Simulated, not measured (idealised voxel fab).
Proc. module: voxel tone inversion
Section cut is 265 nm wide and gridded with 5 nm square cells.
How to read a cross-section here: the picture is a grid of square cells, written as bands going from the top down, and any band can span one or more rows of cells.
Per band: top height and bottom height in nm, followed by the left-to-right materials and their widths in nm; "throughout" marks a single material spanning edge to edge, "air" marks empty space.
Where do heights start? At 0: under that level the wafer as delivered is made of one material only. And the lowest band has no floor; it just carries on downward, as in "0 and below".
When a width is written as two numbers, as in "30..40", the first number is the width in the top row of cells of the band and the second is the width in its bottom row, and the width changes by the same amount from each row to the next.
The designation "identical to before", where it is given for a processing step, indicates that no cell of the cross-section was altered in the course of that step.
Empty spaces counting at least 8 cells and having no open way to the top are listed in "Fully enclosed voids". The notation width x height at distance is used for each, the distance being from the left edge and all three values in nm.
Heads up: the bit after the settings on a step's line is the simulator's remark on that step.
"overlay nm", when on a step's line for a step with a mask, measures how far to the right of its planned place the mask lay; a negative measure means to the left.
## Process steps - plan
1,RECEIVE: material Si
2,CONFORMAL_DEP: material SiCN, thk nm 10
3,DIRECTIONAL_DEP: material polySi, thk nm 25
4,PATTERN: tone cover, mask id POSTS, material resist, width nm 25, pitch nm 40, thk nm 35, overlay nm -15
5,DIRECTIONAL_ETCH: etch materials polySi, depth nm 25
6,STRIP: etch materials resist
7,FILL_DEP: material SiO2, thk nm 10
8,CMP: height nm 35
9,STRIP: etch materials polySi
varied across the wafers: overlay nm of step 4. The plan shows the first wafer's value. All wafers start alike
## Received wafers, first of several: cross-section after step 1
* 0 and below = Si throughout
* Fully enclosed voids: none
## Where each wafer stands at the end of the module, a row apiece: cells of each material gained (+) or lost (-) since it was received, then closed voids
overlay nm -15; +106 SiCN; +190 SiO2; Fully enclosed voids: none
overlay nm -10; +106 SiCN; +190 SiO2; Fully enclosed voids: none
overlay nm -5; +106 SiCN; +190 SiO2; Fully enclosed voids: none
overlay nm 0; +106 SiCN; +190 SiO2; Fully enclosed voids: none
overlay nm 5; +106 SiCN; +190 SiO2; Fully enclosed voids: none
overlay nm 10; +106 SiCN; +190 SiO2; Fully enclosed voids: none
overlay nm 15; +106 SiCN; +190 SiO2; Fully enclosed voids: none
